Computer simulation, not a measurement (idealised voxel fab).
process module | voxel self aligned vias
cross-section cut | 295 nm wide | cells 5 nm
A cross-section is a grid of square cells, given in bands from the top down. A band is one or more rows of cells.
Each band's line starts with the height of the band's top and of its bottom, in nm. Then come its materials from left to right, each with its width in nm. One material with "throughout" fills the band from edge to edge. "air" is empty space.
Height 0 is the level under which the wafer as received is all one material. The lowest band goes on downwards, as in "0 down".
A width such as "30 to 40" changes by the same amount from each row of cells to the next, from the band's top row to its bottom row.
"no change" after a step means that no cell of the cross-section changed.
closed voids: empty space of 8 cells or more with no open way to the top, each as width x height at its distance from the left edge, in nm
after a step's settings: what the simulator itself notes on the step
overlay nm, on a step with a mask: how far to the right of its planned place the mask lay; to the left if negative
plan
1 op RECEIVE | material Si
2 op CONFORMAL_DEP | material SiO2 | thk nm 10
3 op CONFORMAL_DEP | material SiCN | thk nm 5
4 op DIRECTIONAL_DEP | material SiO2 | thk nm 25
5 op MASKED_ETCH | tone open | mask id LINES | width nm 20 | pitch nm 55 | etch materials SiO2 | depth nm 25 | overlay nm 0
6 op CONFORMAL_DEP | material TiN | thk nm 5
7 op FILL_DEP | material W | thk nm 10
8 op CMP | height nm 40
9 op SELECTIVE_ETCH | etch materials W Ru TiN | depth nm 10
10 op FILL_DEP | material SiN | thk nm 10
11 op CMP | height nm 40
12 op DIRECTIONAL_DEP | material SiO2 | thk nm 20
13 op MASKED_ETCH | tone open | mask id VIAS | width nm 40 | pitch nm 55 | etch materials SiO2 | depth nm 20 | overlay nm 0
14 op MASKED_ETCH | tone open | mask id VIAS | width nm 40 | pitch nm 55 | etch materials SiN | depth nm 10 | overlay nm 0
15 op CONFORMAL_DEP | material TiN | thk nm 5
16 op FILL_DEP | material Cu | thk nm 10
17 op CMP | height nm 60
18 op CONFORMAL_DEP | material SiCN | thk nm 5
as received, after step 1
  0 down: Si throughout
  closed voids: none
a wafer at the end: this start, this plan, one mistake
  65 to 60: SiCN throughout
  60 to 40: SiO2 70 | TiN 5 | Cu 30 | TiN 5 | SiO2 15 | TiN 5 | Cu 30 | TiN 5 | SiO2 15 | TiN 5 | Cu 30 | TiN 5 | SiO2 75
  40 to 35: SiN 70 | TiN 5 | Cu 30 | TiN 5 | SiN 15 | TiN 5 | Cu 30 | TiN 5 | SiN 15 | TiN 5 | Cu 30 | TiN 5 | SiN 75
  35 to 30: SiN 70 | TiN 40 | SiN 15 | TiN 40 | SiN 15 | TiN 40 | SiN 75
  30 to 10: SiO2 80 | TiN 5 | W 10 | TiN 5 | SiO2 35 | TiN 5 | W 10 | TiN 5 | SiO2 35 | TiN 5 | W 10 | TiN 5 | SiO2 85
  10 to 5: SiO2 80 | TiN 20 | SiO2 35 | TiN 20 | SiO2 35 | TiN 20 | SiO2 85
  5 to 0: SiCN throughout
  0 down: Si throughout
  closed voids: none
what went wrong: step 2 was left out
